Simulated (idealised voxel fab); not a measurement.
process module | voxel capacitor over wiring
cross-section cut | 215 nm wide | cells 5 nm
A cross-section is a grid of square cells, given in bands from the top down. A band is one or more rows of cells.
Each band's line starts with the height of the band's top and of its bottom, in nm. Then come its materials from left to right, each with its width in nm. One material with "throughout" fills the band from edge to edge. "air" is empty space.
Height 0 is the level under which the wafer as received is all one material. The lowest band goes on downwards, as in "0 down".
A width such as "30 to 40" changes by the same amount from each row of cells to the next, from the band's top row to its bottom row.
"no change" after a step means that no cell of the cross-section changed.
closed voids: empty space of 8 cells or more with no open way to the top, each as width x height at its distance from the left edge, in nm
after a step's settings: what the simulator itself notes on the step
overlay nm, on a step with a mask: how far to the right of its planned place the mask lay; to the left if negative
plan
1 op RECEIVE | material Si
2 op CONFORMAL_DEP | material SiO2 | thk nm 15
3 op CONFORMAL_DEP | material SiN | thk nm 5
4 op DIRECTIONAL_DEP | material SiO2 | thk nm 25
5 op PATTERN | tone open | mask id METAL_1 | material resist | width nm 25 | pitch nm 80 | thk nm 15 | overlay nm 0
6 op DIRECTIONAL_ETCH | etch materials SiO2 | depth nm 25
7 op DIRECTIONAL_ETCH | etch materials SiN | depth nm 5
8 op STRIP | etch materials resist
9 op CONFORMAL_DEP | material TiN | thk nm 5
10 op FILL_DEP | material W | thk nm 10
11 op CMP | height nm 45
12 op EPI | material Ru | thk nm 5
13 op FILL_DEP | material SiCN | thk nm 5
14 op DIRECTIONAL_DEP | material lowk | thk nm 15
15 op PATTERN | tone open | mask id PLUG_1 | material resist | width nm 15 | thk nm 15 | overlay nm 0
16 op DIRECTIONAL_ETCH | etch materials lowk | depth nm 15
17 op DIRECTIONAL_ETCH | etch materials SiCN | depth nm 5
18 op STRIP | etch materials resist
19 op EPI | material Ru | thk nm 10
20 op EPI | material Ru | thk nm 10
21 op DIRECTIONAL_DEP | material TiN | thk nm 5
22 op DIRECTIONAL_DEP | material HfO2 | thk nm 5
23 op DIRECTIONAL_DEP | material TiN | thk nm 5
24 op PATTERN | tone cover | mask id UPPER_PLATE | material resist | width nm 60 | thk nm 20 | overlay nm 0
25 op DIRECTIONAL_ETCH | etch materials TiN | depth nm 5
26 op DIRECTIONAL_ETCH | etch materials HfO2 | depth nm 5
27 op STRIP | etch materials resist
28 op PATTERN | tone cover | mask id LOWER_PLATE | material resist | width nm 70 | thk nm 20 | overlay nm 0
29 op DIRECTIONAL_ETCH | etch materials TiN | depth nm 5
30 op STRIP | etch materials resist
31 op FILL_DEP | material SiO2 | thk nm 20
32 op CMP | height nm 100
33 op MASKED_ETCH | tone open | mask id PLUG_2 | width nm 15 | etch materials SiO2 | depth nm 15 | overlay nm 0
34 op CONFORMAL_DEP | material TiN | thk nm 5
35 op FILL_DEP | material Ru | thk nm 10
36 op CMP | height nm 100
37 op CONFORMAL_DEP | material SiCN | thk nm 5
as received, after step 1
  0 down: Si throughout
  closed voids: none
first wafer at the end, as planned
  105 to 100: SiCN throughout
  100 to 90: SiO2 75 | TiN 5 | Ru 5 | TiN 5 | SiO2 125
  90 to 80: SiO2 75 to 65 | TiN 15 to 60 | SiO2 125 to 90
  80 to 75: SiO2 65 | HfO2 60 | SiO2 90
  75 to 70: SiO2 60 | TiN 70 | SiO2 85
  70 to 55: lowk 65 | Ru 15 | lowk 135
  55 to 50: SiCN 65 | Ru 15 | SiCN 135
  50 to 45: SiCN 50 | Ru 35 | SiCN 45 | Ru 35 | SiCN 50
  45 to 20: SiO2 55 | TiN 5 | W 15 | TiN 5 | SiO2 55 | TiN 5 | W 15 | TiN 5 | SiO2 55
  20 to 15: SiN 55 | TiN 25 | SiN 55 | TiN 25 | SiN 55
  15 to 0: SiO2 throughout
  0 down: Si throughout
  closed voids: none
second wafer at the end: like start, like plan, one mistake
  105 to 100: SiCN throughout
  100 to 90: SiO2 75 | TiN 5 | Ru 5 | TiN 5 | SiO2 125
  90 to 85: SiO2 75 | TiN 15 | SiO2 125
  85 to 80: SiO2 65 | HfO2 60 | SiO2 90
  80 to 75: SiO2 60 | TiN 70 | SiO2 85
  75 to 70: TiN throughout
  70 to 55: lowk 65 | Ru 15 | lowk 135
  55 to 50: SiCN 65 | Ru 15 | SiCN 135
  50 to 45: SiCN 50 | Ru 35 | SiCN 45 | Ru 35 | SiCN 50
  45 to 20: SiO2 55 | TiN 5 | W 15 | TiN 5 | SiO2 55 | TiN 5 | W 15 | TiN 5 | SiO2 55
  20 to 15: SiN 55 | TiN 25 | SiN 55 | TiN 25 | SiN 55
  15 to 0: SiO2 throughout
  0 down: Si throughout
  closed voids: none
what went wrong: steps 22 and 23 were swapped
at the end the second wafer has, in cells: 31 fewer of SiO2 | 31 more of TiN
